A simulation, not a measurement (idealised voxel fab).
Process module name: voxel released beams
Square cell edge 5 nm, section width 285 nm, ID cut.
Think of the cross-section as a grid of square cells. We describe it in bands, top to bottom, and each band covers one or more rows of those cells.
Top height, bottom height, nm. Materials left to right, width each, nm. Single material + "everywhere" = fills band edge to edge. "blank" = empty.
Beneath 0, the wafer as received is one material, and that level is where height counting begins. The lowest band goes on downward without a bottom; it is written like "0 down".
The width entry "30->40" should be interpreted row by row: the top row of cells in the band takes the first number, the bottom row takes the second number, and the change between adjacent rows is uniform throughout.
The cross-section has no changed cell in any step marked "no change occurred".
In "closed voids" the enclosed voids are listed, meaning empty spaces of 8 cells or larger without any opening to the top. The form is width x height at distance, distance from the left edge, units nm.
What comes after the settings on a step's line is commentary from the simulator itself on that step.
The line of a step may include "overlay nm". On a step with a mask, this value is how far to the right of its planned place the mask lay. A negative value means the mask lay to the left.
## Here's what the planned process steps look like
1) op RECEIVE | material Si
2) op CONFORMAL_DEP | material SiN | thk nm 5
3) op DIRECTIONAL_DEP | material SiO2 | thk nm 15
4) op PATTERN | tone open | mask id ANCHOR | material resist | width nm 35 | thk nm 20 | overlay nm 0
5) op DIRECTIONAL_ETCH | etch materials SiO2 | depth nm 15
6) op STRIP | etch materials resist
7) op CONFORMAL_DEP | material polySi | thk nm 15
8) op DIRECTIONAL_DEP | material aC | thk nm 15
9) op PATTERN | tone cover | mask id BEAM | material resist | width nm 100 | thk nm 30 | overlay nm 0
10) op DIRECTIONAL_ETCH | etch materials aC | depth nm 15
11) op STRIP | etch materials resist
12) op DIRECTIONAL_ETCH | etch materials polySi | depth nm 15
13) op STRIP | etch materials aC
14) op STRIP | etch materials SiO2
## First of two wafers: run as planned
## As-received state of the wafer in cross-section, equivalent to post-step 1
	0 down = Si everywhere
	closed voids: none
## Sectional view: wafer, after step 2
	5 to 0 = SiN everywhere
	Beneath the level 0, the cross-section is identical to its previous state.
## Sectional view: wafer, after step 3
	20 to 5 = SiO2 everywhere
	Beneath the level 5, the cross-section is identical to its previous state.
## Sectional view: wafer, after step 4
	40 to 20 = resist (95), then blank (35), then resist (155)
	Beneath the level 20, the cross-section is identical to its previous state.
## Sectional view: wafer, after step 5
	40 to 20 = resist (95), then blank (35), then resist (155)
	20 to 5 = SiO2 (95), then blank (35), then SiO2 (155)
	Beneath the level 5, the cross-section is identical to its previous state.
## Sectional view: wafer, after step 6
	20 to 5 = SiO2 (95), then blank (35), then SiO2 (155)
	Beneath the level 5, the cross-section is identical to its previous state.
## Sectional view: wafer, after step 7
	35 to 20 = polySi (110), then blank (5), then polySi (170)
	20 to 5 = SiO2 (95), then polySi (35), then SiO2 (155)
	Beneath the level 5, the cross-section is identical to its previous state.
## Sectional view: wafer, after step 8
	50 to 35 = aC (110), then blank (5), then aC (170)
	35 to 20 = polySi (110), then aC (5), then polySi (170)
	Beneath the level 20, the cross-section is identical to its previous state.
## Sectional view: wafer, after step 9
	80 to 50 = blank (90), then resist (100), then blank (95)
	50 to 35 = aC (110), then resist (5), then aC (170)
	Beneath the level 35, the cross-section is identical to its previous state.
## Sectional view: wafer, after step 10
	65 to 50 = blank (90), then resist (100), then blank (95)
	50 to 35 = blank (90), then aC (20), then resist (5), then aC (75), then blank (95)
	Beneath the level 35, the cross-section is identical to its previous state.
## Sectional view: wafer, after step 11
	50 to 35 = blank (90), then aC (20), then blank (5), then aC (75), then blank (95)
	Beneath the level 35, the cross-section is identical to its previous state.
## Sectional view: wafer, after step 12
	50 to 35 = blank (90), then aC (20), then blank (5), then aC (75), then blank (95)
	35 to 20 = blank (90), then polySi (20), then aC (5), then polySi (75), then blank (95)
	Beneath the level 20, the cross-section is identical to its previous state.
## Sectional view: wafer, after step 13
	35 to 20 = blank (90), then polySi (20), then blank (5), then polySi (75), then blank (95)
	Beneath the level 20, the cross-section is identical to its previous state.
## Sectional view: wafer, after step 14
	35 to 20 = blank (90), then polySi (20), then blank (5), then polySi (75), then blank (95)
	20 to 5 = blank (95), then polySi (35), then blank (155)
	Beneath the level 5, the cross-section is identical to its previous state.
## Notes, second wafer: start = first wafer's, plan = first wafer's, execution had one mistake; history identical to first through step 1
## The second wafer in cross-section, at the planned close of step 2
	15 to 0 = SiN everywhere
	Beneath the level 0, the cross-section is identical to its previous state.
## The second wafer in cross-section, at the planned close of step 3
	30 to 15 = SiO2 everywhere
	Beneath the level 15, the cross-section is identical to its previous state.
## The second wafer in cross-section, at the planned close of step 4
	50 to 30 = resist (95), then blank (35), then resist (155)
	Beneath the level 30, the cross-section is identical to its previous state.
## The second wafer in cross-section, at the planned close of step 5
	50 to 30 = resist (95), then blank (35), then resist (155)
	30 to 15 = SiO2 (95), then blank (35), then SiO2 (155)
	Beneath the level 15, the cross-section is identical to its previous state.
## The second wafer in cross-section, at the planned close of step 6
	30 to 15 = SiO2 (95), then blank (35), then SiO2 (155)
	Beneath the level 15, the cross-section is identical to its previous state.
## The second wafer in cross-section, at the planned close of step 7
	45 to 30 = polySi (110), then blank (5), then polySi (170)
	30 to 15 = SiO2 (95), then polySi (35), then SiO2 (155)
	Beneath the level 15, the cross-section is identical to its previous state.
## The second wafer in cross-section, at the planned close of step 8
	60 to 45 = aC (110), then blank (5), then aC (170)
	45 to 30 = polySi (110), then aC (5), then polySi (170)
	Beneath the level 30, the cross-section is identical to its previous state.
## The second wafer in cross-section, at the planned close of step 9
	90 to 60 = blank (90), then resist (100), then blank (95)
	60 to 45 = aC (110), then resist (5), then aC (170)
	Beneath the level 45, the cross-section is identical to its previous state.
## The second wafer in cross-section, at the planned close of step 10
	75 to 60 = blank (90), then resist (100), then blank (95)
	60 to 45 = blank (90), then aC (20), then resist (5), then aC (75), then blank (95)
	Beneath the level 45, the cross-section is identical to its previous state.
## The second wafer in cross-section, at the planned close of step 11
	60 to 45 = blank (90), then aC (20), then blank (5), then aC (75), then blank (95)
	Beneath the level 45, the cross-section is identical to its previous state.
## The second wafer in cross-section, at the planned close of step 12
	60 to 45 = blank (90), then aC (20), then blank (5), then aC (75), then blank (95)
	45 to 30 = blank (90), then polySi (20), then aC (5), then polySi (75), then blank (95)
	Beneath the level 30, the cross-section is identical to its previous state.
## The second wafer in cross-section, at the planned close of step 13
	45 to 30 = blank (90), then polySi (20), then blank (5), then polySi (75), then blank (95)
	Beneath the level 30, the cross-section is identical to its previous state.
## The second wafer in cross-section, at the planned close of step 14
	45 to 30 = blank (90), then polySi (20), then blank (5), then polySi (75), then blank (95)
	30 to 15 = blank (95), then polySi (35), then blank (155)
	Beneath the level 15, the cross-section is identical to its previous state.
Heads up, the wafer didn't run the way we planned it: for step 2, the planned setting was not used; the step was instead run as op CONFORMAL_DEP | material SiN | thk nm 15
The final cell counts differ between the wafers, with the second having more or fewer of some materials than the first: 114 more of SiN
